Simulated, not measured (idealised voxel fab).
Documented hereafter: the process module known as voxel tone inversion.
It is cross-section cut that appears here, measuring 250 nm in width, its square cells being 5 nm in size.
Think of the cross-section as a grid of square cells. We describe it in bands, top to bottom, and each band covers one or more rows of those cells.
Top, bottom (nm), then materials left to right with widths (nm); lone material tagged "full width" fills the whole band edge to edge; "blank" = empty space.
Height reference: 0 = level under which incoming wafer is all one material. Lowest band: no bottom, runs on downward, e.g. "0..down".
It should be noted that a width expressed as "30->40" varies in equal increments from row to row of cells within the band, taking the value of the first number at the top row and that of the second number at the bottom row.
Where a step carries "no alterations made", the cross-section came out of it unchanged, cell for cell.
Entry "Closed void entries" = empty spaces >= 8 cells with no open way to the top; each as width x height at distance, distance from left edge, all nm.
On each step's line, the part that comes after the settings is the simulator's own comment on the step.
When a step includes a mask, the "overlay nm" setting on its line states how far to the right of its planned place that mask lay, and negative values state how far to the left.

The planned process steps are enumerated hereunder
step 1: RECEIVE | material Si
step 2: CONFORMAL_DEP | material SiCN | thk nm 5
step 3: DIRECTIONAL_DEP | material polySi | thk nm 20
step 4: PATTERN | tone cover | mask id POSTS | material resist | width nm 15 | pitch nm 50 | thk nm 25 | overlay nm 0
step 5: DIRECTIONAL_ETCH | etch materials polySi | depth nm 20
step 6: STRIP | etch materials resist
step 7: FILL_DEP | material lowk | thk nm 5
step 8: CMP | height nm 25
step 9: STRIP | etch materials polySi
step 10: CONFORMAL_DEP | material TiN | thk nm 5
step 11: FILL_DEP | material Ru | thk nm 5
step 12: CMP | height nm 25
step 13: CONFORMAL_DEP | material SiCN | thk nm 5
What sets these wafers apart? The width nm at step 4. They all start alike, and the plan carries the first wafer's value.

The first of several wafers, as received after step 1, seen in section
  0..down | Si full width
  Closed void entries: none

Take any row and you have a wafer at the end of the module: how many cells of each material it has gained (+) or lost (-) since it was received, and then its closed voids
width nm 15 | +6 Ru | +100 SiCN | +18 TiN | +176 lowk | Closed void entries: none
width nm 20 | +12 Ru | +100 SiCN | +20 TiN | +168 lowk | Closed void entries: none
width nm 25 | +18 Ru | +100 SiCN | +22 TiN | +160 lowk | Closed void entries: none
width nm 30 | +24 Ru | +100 SiCN | +24 TiN | +152 lowk | Closed void entries: none
width nm 35 | +30 Ru | +100 SiCN | +26 TiN | +144 lowk | Closed void entries: none
